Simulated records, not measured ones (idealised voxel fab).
Process module in this document: voxel fin reveal
For reference, the cross-section in this document is cut, with width 230 nm and square cells of 5 nm.
Heads up, the way a cross-section reads in here is a grid of square cells, handed over as bands from the top down, with every band being one or more rows of cells. Top, bottom (nm), then materials left to right with widths (nm); lone material tagged "full width" fills the whole band edge to edge; "empty" = empty space. Convention: height 0 is the level below which the wafer, as received, is all one material. The lowest band does not terminate at the bottom but continues downward, represented as "0..down". When a width is written as two numbers, as in "30..40", the first number is the width in the top row of cells of the band and the second is the width in its bottom row, and the width changes by the same amount from each row to the next. "stayed the same" (step): cross-section cells unchanged, all of them. Enclosed internal voids: empty space of 8 cells or more with no open way to the top, each as width x height at its distance from the left edge, in nm. It should be noted that, on the line of a given step, the content following the step's settings is a remark produced by the simulator itself with respect to that step. On any step carrying a mask, the "overlay nm" setting, if present on the step's line, tells how far right of its planned place the mask lay; negative values point to the left.

### Planned process steps
1) RECEIVE with material Si
2) CONFORMAL_DEP with material SiN, thk nm 10
3) PATTERN with tone cover, mask id FINS, material resist, width nm 15, pitch nm 35, thk nm 20, overlay nm 0
4) DIRECTIONAL_ETCH with etch materials SiN, depth nm 10
5) DIRECTIONAL_ETCH with etch materials Si, depth nm 40
6) STRIP with etch materials resist
7) OXIDIZE with depth nm 5
8) FILL_DEP with material SiO2, thk nm 15
9) CMP with height nm 10
10) SELECTIVE_ETCH with etch materials SiO2, depth nm 20
11) STRIP with etch materials SiN
12) CONFORMAL_DEP with material SiO2, thk nm 5

### Cross-sectional view of the wafer in its as-received condition, corresponding to the state after step 1
    0..down  Si full width
    Enclosed internal voids: none

### Cross-section, first of two wafers, end of module, run as planned
    5..0  empty: 90  SiO2: 15  empty: 20  SiO2: 15  empty: 90
    0..-5  empty: 90  SiO2: 5  Si: 5  SiO2: 5  empty: 20  SiO2: 5  Si: 5  SiO2: 5  empty: 90
    -5..-45  SiO2: 95  Si: 5  SiO2: 30  Si: 5  SiO2: 95
    -45..down  Si full width
    Enclosed internal voids: none

### Second wafer through the module, sectioned at the end: same beginning and same plan as the first wafer, with one mistake in carrying it out
    5..0  empty: 80  SiO2: 15  empty: 20  SiO2: 15  empty: 100
    0..-5  empty: 80  SiO2: 5  Si: 5  SiO2: 5  empty: 20  SiO2: 5  Si: 5  SiO2: 5  empty: 100
    -5..-45  SiO2: 85  Si: 5  SiO2: 30  Si: 5  SiO2: 105
    -45..down  Si full width
    Enclosed internal voids: none
Here's what went sideways: step 3 changed vs plan, executed as PATTERN with tone cover, mask id FINS, material resist, width nm 15, pitch nm 35, thk nm 20, overlay nm -10
At the close, every material occupies the same number of cells on the second wafer as on the first, only in different positions.
